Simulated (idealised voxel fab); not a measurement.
Proc. module: voxel released beams
Cross-section cut spans 210 nm and uses square cells 5 nm in size.
A cross-section is written here as square cells arranged in a grid, and it is given in bands from the top down, each band taking up one or more rows of cells.
It is stipulated that each band's entry specify, in nanometres, the height of the top of the band and then that of its bottom, followed by the materials of the band in left-to-right sequence, each together with its width in nanometres. A single material marked by the word "all across" is understood to fill the band from edge to edge; the word "empty" is understood to denote empty space.
Height 0 is the level under which the wafer as received is all one material. The lowest band goes on downwards, as in "0 nm and below".
Quick explanation for "30 to 40": the width changes in equal steps down the rows of cells, from the first number in the band's top row to the second number in its bottom row.
Step note "no alteration" = no cross-section cell changed.
The list in "Tabulated closed voids" covers empty spaces of 8 cells or more that cannot reach the top through any open way, and it gives each as width x height at distance; the distance is from the left edge, and width, height and distance are in nm.
Read whatever lies past the settings on a step's line as the simulator's own remark about the step.
If you see "overlay nm" on a step's line and that step has a mask, it's telling you how far right of where it was planned the mask ended up; a negative number means it went left instead.
**Steps planned for the process**
1. RECEIVE,material Si
2. CONFORMAL_DEP,material Al2O3,thk nm 5
3. DIRECTIONAL_DEP,material SiO2,thk nm 15
4. MASKED_ETCH,tone open,mask id ANCHOR,width nm 40,etch materials SiO2,depth nm 15,overlay nm 0
5. CONFORMAL_DEP,material SiN,thk nm 15
6. MASKED_ETCH,tone cover,mask id BEAM,width nm 125,etch materials SiN,depth nm 15,overlay nm 0
7. STRIP,etch materials SiO2
The wafers are alike at the start. At step 2, their thk nm differs. The plan lists the first wafer's value.
**Incoming state of the first of several wafers in cross-section: after step 1**
- 0 nm and below: Si all across
- Tabulated closed voids: none
**Below is a per-wafer table. In it, each row describes the wafer at the end of the module by giving, for each material, the number of cells gained (+) or lost (-) since the wafer was received, and after that the closed voids of the wafer**
thk nm 5, +42 Al2O3, +93 SiN, Tabulated closed voids: none
thk nm 10, +84 Al2O3, +93 SiN, Tabulated closed voids: none
thk nm 15, +126 Al2O3, +93 SiN, Tabulated closed voids: none
thk nm 20, +168 Al2O3, +93 SiN, Tabulated closed voids: none
thk nm 25, +210 Al2O3, +93 SiN, Tabulated closed voids: none
